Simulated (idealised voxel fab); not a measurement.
Proc. module: voxel transistor to metal
This is section cut - it's 215 nm across, gridded in 5 nm square cells.
Cross-section format: a grid of square cells, given as bands from top to bottom; each band is one or more rows of cells.
The band entry comprises the height of the band's top followed by the height of its bottom, expressed in nm, and subsequently the band's materials from left to right, each stated together with its width in nm. Where a single material is marked with the word "throughout", that material fills the band from edge to edge. The word "empty" represents empty space.
Height 0 is the level under which the wafer as received is all one material. The lowest band goes on downwards, as in "top 0, no bottom".
The two numbers in a width such as "30->40" mark its ends across the band: the first belongs to the top row of cells, the second to the bottom row, and from each row to the next the width moves by the same amount.
For the purposes of this document, the phrase "same as before" attached to a step denotes that no cell within the cross-section was modified by that step.
Listed in "Trapped cavities": every empty space of 8 or more cells without an open way to the top. Form: width x height at distance, the distance being from the left edge, all in nm.
Post-settings text on a step line: simulator's own remark regarding the step.
overlay nm: for a step with a mask, the amount by which the mask lay right of where it was planned; a negative amount means left of it.
Listed below are the process steps as planned:
1: RECEIVE, material Si
2: OXIDIZE, depth nm 5
3: CONFORMAL_DEP, material SiN, thk nm 15
4: MASKED_ETCH, tone cover, mask id ACTIVE, width nm 95, etch materials SiN, depth nm 15, overlay nm 0
5: MASKED_ETCH, tone cover, mask id ACTIVE, width nm 95, etch materials SiO2, depth nm 5, overlay nm 0
6: MASKED_ETCH, tone cover, mask id ACTIVE, width nm 95, etch materials Si, depth nm 35, overlay nm 0
7: OXIDIZE, depth nm 5
8: FILL_DEP, material SiO2, thk nm 10
9: CMP, height nm 15
10: SELECTIVE_ETCH, etch materials SiO2, depth nm 5
11: STRIP, etch materials SiN
12: SELECTIVE_ETCH, etch materials SiO2, depth nm 5
13: OXIDIZE, depth nm 5
14: DIRECTIONAL_DEP, material polySi, thk nm 30
15: DIRECTIONAL_DEP, material SiCN, thk nm 15
16: MASKED_ETCH, tone cover, mask id GATE, width nm 15, etch materials SiCN, depth nm 25, overlay nm 0
17: MASKED_ETCH, tone cover, mask id GATE, width nm 15, etch materials polySi, depth nm 40, overlay nm 0
18: CONFORMAL_DEP, material SiO2, thk nm 5
19: DIRECTIONAL_ETCH, etch materials SiO2, depth nm 5
20: CONFORMAL_DEP, material SiN, thk nm 5
21: DIRECTIONAL_ETCH, etch materials SiN, depth nm 5
22: DIRECTIONAL_ETCH, etch materials SiO2, depth nm 5
23: DIRECTIONAL_ETCH, etch materials Si, depth nm 15
24: EPI, material SiGe, thk nm 20
25: FILL_DEP, material SiO2, thk nm 10
26: CMP, height nm 40
27: DIRECTIONAL_DEP, material SiO2, thk nm 15
28: MASKED_ETCH, tone open, mask id CONTACT, width nm 25, pitch nm 50, etch materials SiO2, depth nm 45, overlay nm 0
29: CONFORMAL_DEP, material TiN, thk nm 5
30: FILL_DEP, material Ru, thk nm 10
31: CMP, height nm 55
32: CONFORMAL_DEP, material SiN, thk nm 5
33: DIRECTIONAL_DEP, material lowk, thk nm 15
34: PATTERN, tone open, mask id METAL_1, material resist, width nm 15, pitch nm 60, thk nm 20, overlay nm 0
35: DIRECTIONAL_ETCH, etch materials lowk, depth nm 15
36: DIRECTIONAL_ETCH, etch materials SiN, depth nm 5
37: STRIP, etch materials resist
38: CONFORMAL_DEP, material TiN, thk nm 5
39: FILL_DEP, material W, thk nm 5
40: CMP, height nm 75
41: EPI, material Ru, thk nm 5
42: FILL_DEP, material SiCN, thk nm 5
First wafer out of two, processed as planned:
Cross-section of the wafer upon arrival, representing the state reached after step 1:
    top 0, no bottom = Si throughout
    Trapped cavities: none
Cross-sectional representation of the wafer at the conclusion of step 2:
    top 0, bottom -5 = SiO2 throughout
    Rest of section, below -5: as before.
Cross-sectional representation of the wafer at the conclusion of step 3:
    top 15, bottom 0 = SiN throughout
    Rest of section, below 0: as before.
Cross-sectional representation of the wafer at the conclusion of step 4:
    top 15, bottom 0 = 60 nm empty; 95 nm SiN; 60 nm empty
    Rest of section, below 0: as before.
Cross-sectional representation of the wafer at the conclusion of step 5:
    top 15, bottom 0 = 60 nm empty; 95 nm SiN; 60 nm empty
    top 0, bottom -5 = 60 nm empty; 95 nm SiO2; 60 nm empty
    Rest of section, below -5: as before.
Cross-sectional representation of the wafer at the conclusion of step 6:
    top 15, bottom 0 = 60 nm empty; 95 nm SiN; 60 nm empty
    top 0, bottom -5 = 60 nm empty; 95 nm SiO2; 60 nm empty
    top -5, bottom -40 = 60 nm empty; 95 nm Si; 60 nm empty
    Rest of section, below -40: as before.
Cross-sectional representation of the wafer at the conclusion of step 7:
    top 15, bottom 0 = 60 nm empty; 95 nm SiN; 60 nm empty
    top 0, bottom -5 = 60 nm empty; 95 nm SiO2; 60 nm empty
    top -5, bottom -40 = 60 nm empty; 5 nm SiO2; 85 nm Si; 5 nm SiO2; 60 nm empty
    top -40, bottom -45 = 65 nm SiO2; 85 nm Si; 65 nm SiO2
    Rest of section, below -45: as before.
Cross-sectional representation of the wafer at the conclusion of step 8:
    top 25, bottom 15 = SiO2 throughout
    top 15, bottom 0 = 60 nm SiO2; 95 nm SiN; 60 nm SiO2
    top 0, bottom -5 = SiO2 throughout
    top -5, bottom -45 = 65 nm SiO2; 85 nm Si; 65 nm SiO2
    Rest of section, below -45: as before.
Cross-sectional representation of the wafer at the conclusion of step 9:
    top 15, bottom 0 = 60 nm SiO2; 95 nm SiN; 60 nm SiO2
    Rest of section, below 0: as before.
Cross-sectional representation of the wafer at the conclusion of step 10:
    top 15, bottom 10 = 60 nm empty; 95 nm SiN; 60 nm empty
    Rest of section, below 10: as before.
Cross-sectional representation of the wafer at the conclusion of step 11:
    top 10, bottom 0 = 60 nm SiO2; 95 nm empty; 60 nm SiO2
    Rest of section, below 0: as before.
Cross-sectional representation of the wafer at the conclusion of step 12:
    top 5, bottom -5 = 55 nm SiO2; 105 nm empty; 55 nm SiO2
    Rest of section, below -5: as before.
Cross-sectional representation of the wafer at the conclusion of step 13:
    top 5, bottom -5 = 55 nm SiO2; 105 nm empty; 55 nm SiO2
    top -5, bottom -10 = SiO2 throughout
    Rest of section, below -10: as before.
Cross-sectional representation of the wafer at the conclusion of step 14:
    top 35, bottom 25 = 55 nm polySi; 105 nm empty; 55 nm polySi
    top 25, bottom 5 = polySi throughout
    top 5, bottom -5 = 55 nm SiO2; 105 nm polySi; 55 nm SiO2
    Rest of section, below -5: as before.
Cross-sectional representation of the wafer at the conclusion of step 15:
    top 50, bottom 40 = 55 nm SiCN; 105 nm empty; 55 nm SiCN
    top 40, bottom 35 = SiCN throughout
    top 35, bottom 25 = 55 nm polySi; 105 nm SiCN; 55 nm polySi
    Rest of section, below 25: as before.
Cross-sectional representation of the wafer at the conclusion of step 16:
    top 40, bottom 35 = 100 nm empty; 15 nm SiCN; 100 nm empty
    top 35, bottom 25 = 55 nm polySi; 45 nm empty; 15 nm SiCN; 45 nm empty; 55 nm polySi
    Rest of section, below 25: as before.
Cross-sectional representation of the wafer at the conclusion of step 17:
    top 40, bottom 25 = 100 nm empty; 15 nm SiCN; 100 nm empty
    top 25, bottom 5 = 100 nm empty; 15 nm polySi; 100 nm empty
    top 5, bottom -5 = 55 nm SiO2; 45 nm empty; 15 nm polySi; 45 nm empty; 55 nm SiO2
    Rest of section, below -5: as before.
Cross-sectional representation of the wafer at the conclusion of step 18:
    top 45, bottom 40 = 95 nm empty; 25 nm SiO2; 95 nm empty
    top 40, bottom 25 = 95 nm empty; 5 nm SiO2; 15 nm SiCN; 5 nm SiO2; 95 nm empty
    top 25, bottom 10 = 95 nm empty; 5 nm SiO2; 15 nm polySi; 5 nm SiO2; 95 nm empty
    top 10, bottom 0 = 60 nm SiO2; 35 nm empty; 5 nm SiO2; 15 nm polySi; 5 nm SiO2; 35 nm empty; 60 nm SiO2
    top 0, bottom -5 = 100 nm SiO2; 15 nm polySi; 100 nm SiO2
    Rest of section, below -5: as before.
Cross-sectional representation of the wafer at the conclusion of step 19:
    top 40, bottom 25 = 95 nm empty; 5 nm SiO2; 15 nm SiCN; 5 nm SiO2; 95 nm empty
    top 25, bottom 5 = 95 nm empty; 5 nm SiO2; 15 nm polySi; 5 nm SiO2; 95 nm empty
    top 5, bottom -5 = 60 nm SiO2; 35 nm empty; 5 nm SiO2; 15 nm polySi; 5 nm SiO2; 35 nm empty; 60 nm SiO2
    Rest of section, below -5: as before.
Cross-sectional representation of the wafer at the conclusion of step 20:
    top 45, bottom 40 = 90 nm empty; 35 nm SiN; 90 nm empty
    top 40, bottom 25 = 90 nm empty; 5 nm SiN; 5 nm SiO2; 15 nm SiCN; 5 nm SiO2; 5 nm SiN; 90 nm empty
    top 25, bottom 10 = 90 nm empty; 5 nm SiN; 5 nm SiO2; 15 nm polySi; 5 nm SiO2; 5 nm SiN; 90 nm empty
    top 10, bottom 5 = 65 nm SiN; 25 nm empty; 5 nm SiN; 5 nm SiO2; 15 nm polySi; 5 nm SiO2; 5 nm SiN; 25 nm empty; 65 nm SiN
    top 5, bottom 0 = 60 nm SiO2; 5 nm SiN; 25 nm empty; 5 nm SiN; 5 nm SiO2; 15 nm polySi; 5 nm SiO2; 5 nm SiN; 25 nm empty; 5 nm SiN; 60 nm SiO2
    top 0, bottom -5 = 60 nm SiO2; 35 nm SiN; 5 nm SiO2; 15 nm polySi; 5 nm SiO2; 35 nm SiN; 60 nm SiO2
    Rest of section, below -5: as before.
Cross-sectional representation of the wafer at the conclusion of step 21:
    top 40, bottom 25 = 90 nm empty; 5 nm SiN; 5 nm SiO2; 15 nm SiCN; 5 nm SiO2; 5 nm SiN; 90 nm empty
    top 25, bottom 5 = 90 nm empty; 5 nm SiN; 5 nm SiO2; 15 nm polySi; 5 nm SiO2; 5 nm SiN; 90 nm empty
    top 5, bottom -5 = 60 nm SiO2; 5 nm SiN; 25 nm empty; 5 nm SiN; 5 nm SiO2; 15 nm polySi; 5 nm SiO2; 5 nm SiN; 25 nm empty; 5 nm SiN; 60 nm SiO2
    Rest of section, below -5: as before.
Cross-sectional representation of the wafer at the conclusion of step 22:
    top 40, bottom 35 = 90 nm empty; 5 nm SiN; 5 nm empty; 15 nm SiCN; 5 nm empty; 5 nm SiN; 90 nm empty
    top 35, bottom 25 = 90 nm empty; 5 nm SiN; 5 nm SiO2; 15 nm SiCN; 5 nm SiO2; 5 nm SiN; 90 nm empty
    top 25, bottom 5 = 90 nm empty; 5 nm SiN; 5 nm SiO2; 15 nm polySi; 5 nm SiO2; 5 nm SiN; 90 nm empty
    top 5, bottom 0 = 60 nm empty; 5 nm SiN; 25 nm empty; 5 nm SiN; 5 nm SiO2; 15 nm polySi; 5 nm SiO2; 5 nm SiN; 25 nm empty; 5 nm SiN; 60 nm empty
    top 0, bottom -5 = 60 nm SiO2; 5 nm SiN; 25 nm empty; 5 nm SiN; 5 nm SiO2; 15 nm polySi; 5 nm SiO2; 5 nm SiN; 25 nm empty; 5 nm SiN; 60 nm SiO2
    top -5, bottom -10 = 65 nm SiO2; 25 nm empty; 35 nm SiO2; 25 nm empty; 65 nm SiO2
    Rest of section, below -10: as before.
Cross-sectional representation of the wafer at the conclusion of step 23:
    top 40, bottom 35 = 90 nm empty; 5 nm SiN; 5 nm empty; 15 nm SiCN; 5 nm empty; 5 nm SiN; 90 nm empty
    top 35, bottom 25 = 90 nm empty; 5 nm SiN; 5 nm SiO2; 15 nm SiCN; 5 nm SiO2; 5 nm SiN; 90 nm empty
    top 25, bottom 5 = 90 nm empty; 5 nm SiN; 5 nm SiO2; 15 nm polySi; 5 nm SiO2; 5 nm SiN; 90 nm empty
    top 5, bottom 0 = 60 nm empty; 5 nm SiN; 25 nm empty; 5 nm SiN; 5 nm SiO2; 15 nm polySi; 5 nm SiO2; 5 nm SiN; 25 nm empty; 5 nm SiN; 60 nm empty
    top 0, bottom -5 = 60 nm SiO2; 5 nm SiN; 25 nm empty; 5 nm SiN; 5 nm SiO2; 15 nm polySi; 5 nm SiO2; 5 nm SiN; 25 nm empty; 5 nm SiN; 60 nm SiO2
    top -5, bottom -10 = 65 nm SiO2; 25 nm empty; 35 nm SiO2; 25 nm empty; 65 nm SiO2
    top -10, bottom -25 = 65 nm SiO2; 25 nm empty; 35 nm Si; 25 nm empty; 65 nm SiO2
    Rest of section, below -25: as before.
Cross-sectional representation of the wafer at the conclusion of step 24:
    top 40, bottom 35 = 90 nm empty; 5 nm SiN; 5 nm empty; 15 nm SiCN; 5 nm empty; 5 nm SiN; 90 nm empty
    top 35, bottom 25 = 90 nm empty; 5 nm SiN; 5 nm SiO2; 15 nm SiCN; 5 nm SiO2; 5 nm SiN; 90 nm empty
    top 25, bottom 10 = 90 nm empty; 5 nm SiN; 5 nm SiO2; 15 nm polySi; 5 nm SiO2; 5 nm SiN; 90 nm empty
    top 10, bottom 5 = 70 nm empty; 20 nm SiGe; 5 nm SiN; 5 nm SiO2; 15 nm polySi; 5 nm SiO2; 5 nm SiN; 20 nm SiGe; 70 nm empty
    top 5, bottom 0 = 60 nm empty; 5 nm SiN; 5 nm empty; 20 nm SiGe; 5 nm SiN; 5 nm SiO2; 15 nm polySi; 5 nm SiO2; 5 nm SiN; 20 nm SiGe; 5 nm empty; 5 nm SiN; 60 nm empty
    top 0, bottom -5 = 60 nm SiO2; 5 nm SiN; 5 nm empty; 20 nm SiGe; 5 nm SiN; 5 nm SiO2; 15 nm polySi; 5 nm SiO2; 5 nm SiN; 20 nm SiGe; 5 nm empty; 5 nm SiN; 60 nm SiO2
    top -5, bottom -10 = 65 nm SiO2; 25 nm SiGe; 35 nm SiO2; 25 nm SiGe; 65 nm SiO2
    top -10, bottom -25 = 65 nm SiO2; 25 nm SiGe; 35 nm Si; 25 nm SiGe; 65 nm SiO2
    Rest of section, below -25: as before.
Cross-sectional representation of the wafer at the conclusion of step 25:
    top 50, bottom 40 = SiO2 throughout
    top 40, bottom 25 = 90 nm SiO2; 5 nm SiN; 5 nm SiO2; 15 nm SiCN; 5 nm SiO2; 5 nm SiN; 90 nm SiO2
    top 25, bottom 10 = 90 nm SiO2; 5 nm SiN; 5 nm SiO2; 15 nm polySi; 5 nm SiO2; 5 nm SiN; 90 nm SiO2
    top 10, bottom 5 = 70 nm SiO2; 20 nm SiGe; 5 nm SiN; 5 nm SiO2; 15 nm polySi; 5 nm SiO2; 5 nm SiN; 20 nm SiGe; 70 nm SiO2
    top 5, bottom -5 = 60 nm SiO2; 5 nm SiN; 5 nm SiO2; 20 nm SiGe; 5 nm SiN; 5 nm SiO2; 15 nm polySi; 5 nm SiO2; 5 nm SiN; 20 nm SiGe; 5 nm SiO2; 5 nm SiN; 60 nm SiO2
    Rest of section, below -5: as before.
Cross-sectional representation of the wafer at the conclusion of step 26:
    top 40, bottom 25 = 90 nm SiO2; 5 nm SiN; 5 nm SiO2; 15 nm SiCN; 5 nm SiO2; 5 nm SiN; 90 nm SiO2
    Rest of section, below 25: as before.
Cross-sectional representation of the wafer at the conclusion of step 27:
    top 55, bottom 40 = SiO2 throughout
    Rest of section, below 40: as before.
Cross-sectional representation of the wafer at the conclusion of step 28:
    top 55, bottom 40 = 70 nm SiO2; 25 nm empty; 25 nm SiO2; 25 nm empty; 70 nm SiO2
    top 40, bottom 25 = 70 nm SiO2; 20 nm empty; 5 nm SiN; 5 nm SiO2; 15 nm SiCN; 5 nm SiO2; 5 nm SiN; 20 nm empty; 70 nm SiO2
    top 25, bottom 10 = 70 nm SiO2; 20 nm empty; 5 nm SiN; 5 nm SiO2; 15 nm polySi; 5 nm SiO2; 5 nm SiN; 20 nm empty; 70 nm SiO2
    Rest of section, below 10: as before.
Cross-sectional representation of the wafer at the conclusion of step 29:
    top 60, bottom 55 = 75 nm TiN; 15 nm empty; 35 nm TiN; 15 nm empty; 75 nm TiN
    top 55, bottom 45 = 70 nm SiO2; 5 nm TiN; 15 nm empty; 5 nm TiN; 25 nm SiO2; 5 nm TiN; 15 nm empty; 5 nm TiN; 70 nm SiO2
    top 45, bottom 40 = 70 nm SiO2; 5 nm TiN; 10 nm empty; 10 nm TiN; 25 nm SiO2; 10 nm TiN; 10 nm empty; 5 nm TiN; 70 nm SiO2
    top 40, bottom 25 = 70 nm SiO2; 5 nm TiN; 10 nm empty; 5 nm TiN; 5 nm SiN; 5 nm SiO2; 15 nm SiCN; 5 nm SiO2; 5 nm SiN; 5 nm TiN; 10 nm empty; 5 nm TiN; 70 nm SiO2
    top 25, bottom 15 = 70 nm SiO2; 5 nm TiN; 10 nm empty; 5 nm TiN; 5 nm SiN; 5 nm SiO2; 15 nm polySi; 5 nm SiO2; 5 nm SiN; 5 nm TiN; 10 nm empty; 5 nm TiN; 70 nm SiO2
    top 15, bottom 10 = 70 nm SiO2; 20 nm TiN; 5 nm SiN; 5 nm SiO2; 15 nm polySi; 5 nm SiO2; 5 nm SiN; 20 nm TiN; 70 nm SiO2
    Rest of section, below 10: as before.
Cross-sectional representation of the wafer at the conclusion of step 30:
    top 70, bottom 60 = Ru throughout
    top 60, bottom 55 = 75 nm TiN; 15 nm Ru; 35 nm TiN; 15 nm Ru; 75 nm TiN
    top 55, bottom 45 = 70 nm SiO2; 5 nm TiN; 15 nm Ru; 5 nm TiN; 25 nm SiO2; 5 nm TiN; 15 nm Ru; 5 nm TiN; 70 nm SiO2
    top 45, bottom 40 = 70 nm SiO2; 5 nm TiN; 10 nm Ru; 10 nm TiN; 25 nm SiO2; 10 nm TiN; 10 nm Ru; 5 nm TiN; 70 nm SiO2
    top 40, bottom 25 = 70 nm SiO2; 5 nm TiN; 10 nm Ru; 5 nm TiN; 5 nm SiN; 5 nm SiO2; 15 nm SiCN; 5 nm SiO2; 5 nm SiN; 5 nm TiN; 10 nm Ru; 5 nm TiN; 70 nm SiO2
    top 25, bottom 15 = 70 nm SiO2; 5 nm TiN; 10 nm Ru; 5 nm TiN; 5 nm SiN; 5 nm SiO2; 15 nm polySi; 5 nm SiO2; 5 nm SiN; 5 nm TiN; 10 nm Ru; 5 nm TiN; 70 nm SiO2
    Rest of section, below 15: as before.
Cross-sectional representation of the wafer at the conclusion of step 31:
    top 55, bottom 45 = 70 nm SiO2; 5 nm TiN; 15 nm Ru; 5 nm TiN; 25 nm SiO2; 5 nm TiN; 15 nm Ru; 5 nm TiN; 70 nm SiO2
    Rest of section, below 45: as before.
Cross-sectional representation of the wafer at the conclusion of step 32:
    top 60, bottom 55 = SiN throughout
    Rest of section, below 55: as before.
Cross-sectional representation of the wafer at the conclusion of step 33:
    top 75, bottom 60 = lowk throughout
    Rest of section, below 60: as before.
Cross-sectional representation of the wafer at the conclusion of step 34:
    top 95, bottom 75 = 70 nm resist; 15 nm empty; 45 nm resist; 15 nm empty; 70 nm resist
    Rest of section, below 75: as before.
Cross-sectional representation of the wafer at the conclusion of step 35:
    top 95, bottom 75 = 70 nm resist; 15 nm empty; 45 nm resist; 15 nm empty; 70 nm resist
    top 75, bottom 60 = 70 nm lowk; 15 nm empty; 45 nm lowk; 15 nm empty; 70 nm lowk
    Rest of section, below 60: as before.
Cross-sectional representation of the wafer at the conclusion of step 36:
    top 95, bottom 75 = 70 nm resist; 15 nm empty; 45 nm resist; 15 nm empty; 70 nm resist
    top 75, bottom 60 = 70 nm lowk; 15 nm empty; 45 nm lowk; 15 nm empty; 70 nm lowk
    top 60, bottom 55 = 70 nm SiN; 15 nm empty; 45 nm SiN; 15 nm empty; 70 nm SiN
    Rest of section, below 55: as before.
Cross-sectional representation of the wafer at the conclusion of step 37:
    top 75, bottom 60 = 70 nm lowk; 15 nm empty; 45 nm lowk; 15 nm empty; 70 nm lowk
    Rest of section, below 60: as before.
Cross-sectional representation of the wafer at the conclusion of step 38:
    top 80, bottom 75 = 75 nm TiN; 5 nm empty; 55 nm TiN; 5 nm empty; 75 nm TiN
    top 75, bottom 60 = 70 nm lowk; 5 nm TiN; 5 nm empty; 5 nm TiN; 45 nm lowk; 5 nm TiN; 5 nm empty; 5 nm TiN; 70 nm lowk
    top 60, bottom 55 = 70 nm SiN; 15 nm TiN; 45 nm SiN; 15 nm TiN; 70 nm SiN
    Rest of section, below 55: as before.
Cross-sectional representation of the wafer at the conclusion of step 39:
    top 85, bottom 80 = W throughout
    top 80, bottom 75 = 75 nm TiN; 5 nm W; 55 nm TiN; 5 nm W; 75 nm TiN
    top 75, bottom 60 = 70 nm lowk; 5 nm TiN; 5 nm W; 5 nm TiN; 45 nm lowk; 5 nm TiN; 5 nm W; 5 nm TiN; 70 nm lowk
    Rest of section, below 60: as before.
Cross-sectional representation of the wafer at the conclusion of step 40:
    top 75, bottom 60 = 70 nm lowk; 5 nm TiN; 5 nm W; 5 nm TiN; 45 nm lowk; 5 nm TiN; 5 nm W; 5 nm TiN; 70 nm lowk
    Rest of section, below 60: as before.
Cross-sectional representation of the wafer at the conclusion of step 41:
    top 80, bottom 75 = 65 nm empty; 25 nm Ru; 35 nm empty; 25 nm Ru; 65 nm empty
    Rest of section, below 75: as before.
Cross-sectional representation of the wafer at the conclusion of step 42:
    top 85, bottom 80 = SiCN throughout
    top 80, bottom 75 = 65 nm SiCN; 25 nm Ru; 35 nm SiCN; 25 nm Ru; 65 nm SiCN
    Rest of section, below 75: as before.
Companion wafer, the second of two: same beginning, same intended sequence, one mistake in carrying it out; through step 30 inclusive it tracks the first exactly:
Second wafer profile in section, at the moment step 31 of the plan was meant to be complete: same as before
Second wafer profile in section, at the moment step 32 of the plan was meant to be complete:
    top 75, bottom 70 = SiN throughout
    Rest of section, below 70: as before.
Second wafer profile in section, at the moment step 33 of the plan was meant to be complete:
    top 90, bottom 75 = lowk throughout
    Rest of section, below 75: as before.
Second wafer profile in section, at the moment step 34 of the plan was meant to be complete:
    top 110, bottom 90 = 70 nm resist; 15 nm empty; 45 nm resist; 15 nm empty; 70 nm resist
    Rest of section, below 90: as before.
Second wafer profile in section, at the moment step 35 of the plan was meant to be complete:
    top 110, bottom 90 = 70 nm resist; 15 nm empty; 45 nm resist; 15 nm empty; 70 nm resist
    top 90, bottom 75 = 70 nm lowk; 15 nm empty; 45 nm lowk; 15 nm empty; 70 nm lowk
    Rest of section, below 75: as before.
Second wafer profile in section, at the moment step 36 of the plan was meant to be complete:
    top 110, bottom 90 = 70 nm resist; 15 nm empty; 45 nm resist; 15 nm empty; 70 nm resist
    top 90, bottom 75 = 70 nm lowk; 15 nm empty; 45 nm lowk; 15 nm empty; 70 nm lowk
    top 75, bottom 70 = 70 nm SiN; 15 nm empty; 45 nm SiN; 15 nm empty; 70 nm SiN
    Rest of section, below 70: as before.
Second wafer profile in section, at the moment step 37 of the plan was meant to be complete:
    top 90, bottom 75 = 70 nm lowk; 15 nm empty; 45 nm lowk; 15 nm empty; 70 nm lowk
    Rest of section, below 75: as before.
Second wafer profile in section, at the moment step 38 of the plan was meant to be complete:
    top 95, bottom 90 = 75 nm TiN; 5 nm empty; 55 nm TiN; 5 nm empty; 75 nm TiN
    top 90, bottom 75 = 70 nm lowk; 5 nm TiN; 5 nm empty; 5 nm TiN; 45 nm lowk; 5 nm TiN; 5 nm empty; 5 nm TiN; 70 nm lowk
    top 75, bottom 70 = 70 nm SiN; 15 nm TiN; 45 nm SiN; 15 nm TiN; 70 nm SiN
    Rest of section, below 70: as before.
Second wafer profile in section, at the moment step 39 of the plan was meant to be complete:
    top 100, bottom 95 = W throughout
    top 95, bottom 90 = 75 nm TiN; 5 nm W; 55 nm TiN; 5 nm W; 75 nm TiN
    top 90, bottom 75 = 70 nm lowk; 5 nm TiN; 5 nm W; 5 nm TiN; 45 nm lowk; 5 nm TiN; 5 nm W; 5 nm TiN; 70 nm lowk
    Rest of section, below 75: as before.
Second wafer profile in section, at the moment step 40 of the plan was meant to be complete:
    top 75, bottom 70 = 70 nm SiN; 15 nm TiN; 45 nm SiN; 15 nm TiN; 70 nm SiN
    Rest of section, below 70: as before.
Second wafer profile in section, at the moment step 41 of the plan was meant to be complete:
    top 80, bottom 75 = 65 nm empty; 25 nm Ru; 35 nm empty; 25 nm Ru; 65 nm empty
    Rest of section, below 75: as before.
Second wafer profile in section, at the moment step 42 of the plan was meant to be complete:
    top 85, bottom 80 = SiCN throughout
    top 80, bottom 75 = 65 nm SiCN; 25 nm Ru; 35 nm SiCN; 25 nm Ru; 65 nm SiCN
    Rest of section, below 75: as before.
Processing error: step 31 of the plan never got run, it was skipped over
Final tally in cells, some materials are higher or lower on the second wafer than on the first: Ru +92, TiN +25, W -6, lowk -111
